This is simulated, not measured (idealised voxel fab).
Process module name: voxel self aligned vias
Cross-sectional view cut (width: 255 nm; square cell size: 5 nm).
Cross-section format: a grid of square cells, given as bands from top to bottom; each band is one or more rows of cells.
Band: top and bottom heights (nm) first, top before bottom; then materials from left to right, widths in nm. "all across" marks a sole material filling the band edge to edge. "blank" denotes empty space.
Heights are measured from 0, the level below which the as-received wafer is all one material; the lowest band has no bottom and continues downward, written as in "z 0 and below".
Width "30 to 40": first value at the band's top row of cells, second value at its bottom row, equal change from row to row.
It should be understood that the words "changes: none", when stated for a given step, signify that the cross-section underwent no change in any of its cells during that step.
What "closed voids" gives you is every empty space of 8 cells or more that is cut off from the top. Each appears as width x height at distance, with the distance taken from the left edge and width, height and distance all in nm.
Heads up: the bit after the settings on a step's line is the simulator's remark on that step.
The "overlay nm" setting may appear on a step's line; for a step that uses a mask, it gives how far to the right of its planned position the mask lay, and a negative value indicates the left.

### Planned step list for the process
step 1: RECEIVE, material Si
step 2: CONFORMAL_DEP, material SiO2, thk nm 10
step 3: CONFORMAL_DEP, material SiCN, thk nm 5
step 4: DIRECTIONAL_DEP, material SiO2, thk nm 20
step 5: DIRECTIONAL_DEP, material aC, thk nm 15
step 6: PATTERN, tone open, mask id LINES, material resist, width nm 30, pitch nm 55, thk nm 35, overlay nm 0
step 7: DIRECTIONAL_ETCH, etch materials aC, depth nm 15
step 8: STRIP, etch materials resist
step 9: DIRECTIONAL_ETCH, etch materials SiO2, depth nm 20
step 10: STRIP, etch materials aC
step 11: CONFORMAL_DEP, material TiN, thk nm 5
step 12: FILL_DEP, material Ru, thk nm 5
step 13: CMP, height nm 35
step 14: SELECTIVE_ETCH, etch materials W Ru TiN, depth nm 5
step 15: FILL_DEP, material SiN, thk nm 10
step 16: CMP, height nm 35
step 17: DIRECTIONAL_DEP, material SiO2, thk nm 20
step 18: PATTERN, tone open, mask id VIAS, material resist, width nm 40, pitch nm 110, thk nm 20, overlay nm 0
step 19: DIRECTIONAL_ETCH, etch materials SiO2, depth nm 20
step 20: DIRECTIONAL_ETCH, etch materials SiN, depth nm 5
step 21: STRIP, etch materials resist
step 22: CONFORMAL_DEP, material TiN, thk nm 5
step 23: FILL_DEP, material W, thk nm 5
step 24: CMP, height nm 55
step 25: CONFORMAL_DEP, material SiCN, thk nm 5

### as received, after step 1
- z 0 and below: Si all across
- closed voids: none

### Here's the wafer cut in cross-section after the module, started and planned just like above, except one thing was done wrong in the run
- z 60 to 55: SiCN all across
- z 55 to 40: SiO2 45 nm; TiN 5 nm; W 40 nm; TiN 5 nm; SiO2 60 nm; TiN 5 nm; W 40 nm; TiN 5 nm; SiO2 50 nm
- z 40 to 35: SiO2 45 nm; TiN 15 nm; W 20 nm; TiN 15 nm; SiO2 60 nm; TiN 15 nm; W 20 nm; TiN 15 nm; SiO2 50 nm
- z 35 to 30: SiO2 55 nm; TiN 30 nm; SiO2 25 nm; SiN 30 nm; SiO2 25 nm; TiN 30 nm; SiO2 60 nm
- z 30 to 20: SiO2 55 nm; TiN 5 nm; Ru 20 nm; TiN 5 nm; SiO2 25 nm; TiN 5 nm; Ru 20 nm; TiN 5 nm; SiO2 25 nm; TiN 5 nm; Ru 20 nm; TiN 5 nm; SiO2 60 nm
- z 20 to 15: SiO2 55 nm; TiN 30 nm; SiO2 25 nm; TiN 30 nm; SiO2 25 nm; TiN 30 nm; SiO2 60 nm
- z 15 to 10: SiCN all across
- z 10 to 0: SiO2 all across
- z 0 and below: Si all across
- closed voids: none
Want to know what went wrong? heads up, step 18 didn't go per plan, it actually ran as PATTERN, tone open, mask id VIAS, material resist, width nm 50, pitch nm 110, thk nm 20, overlay nm 0
